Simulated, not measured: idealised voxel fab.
Title: Process Module voxel double patterning
Cross-sectional view cut (width: 190 nm; square cell size: 5 nm).
Square cells in a grid make up a cross-section in this document, and the grid is given as bands, listed from the top down, each one or more rows of cells. The band entry comprises the height of the band's top followed by the height of its bottom, expressed in nm, and subsequently the band's materials from left to right, each stated together with its width in nm. Where a single material is marked with the word "all across", that material fills the band from edge to edge. The word "empty" represents empty space. Heights are measured from 0, the level below which the as-received wafer is all one material; the lowest band has no bottom and continues downward, written as in "0 down". Graded width ("30..40"): value in top row of band = first number; value in bottom row = second number; row-to-row change constant. "changes: none", as given for a step, is the statement that not any cell of the cross-section underwent a change during that step. The label "closed voids" introduces a list of the empty spaces, 8 cells or larger, that have no open way up to the top; each entry in it reads width x height at distance, where the distance is taken from the left edge and all three are stated in nm. Where a step's line continues beyond its settings, the continuation is a remark by the simulator itself on that step. overlay nm: mask right of planned place by this much (step with mask). Neg. = left.
Process steps foreseen in the plan:
1: RECEIVE: material Si
2: CONFORMAL_DEP: material SiO2, thk nm 10
3: DIRECTIONAL_DEP: material polySi, thk nm 10
4: DIRECTIONAL_DEP: material SiCN, thk nm 10
5: PATTERN: tone open, mask id FIRST, material resist, width nm 15, pitch nm 50, thk nm 20, overlay nm 0
6: DIRECTIONAL_ETCH: etch materials SiCN, depth nm 10
7: STRIP: etch materials resist
8: MASKED_ETCH: tone open, mask id SECOND, width nm 15, etch materials SiCN, depth nm 10, overlay nm 0
9: DIRECTIONAL_ETCH: etch materials polySi, depth nm 10
10: STRIP: etch materials SiCN
It is noted that the wafers described herein are identical at the outset and are distinguished by the width nm of step 8; the value stated in the plan corresponds to the first wafer.
This is how the first of several wafers looked in cross-section when it arrived, which is after step 1:
    0 down: Si all across
    closed voids: none
Below: a row per wafer. Contents at end of module: for every material, cells gained since receipt (+) or lost since receipt (-); then closed voids:
width nm 15, +76 SiO2, +58 polySi, closed voids: none
width nm 20, +76 SiO2, +56 polySi, closed voids: none
width nm 25, +76 SiO2, +54 polySi, closed voids: none
width nm 30, +76 SiO2, +52 polySi, closed voids: none
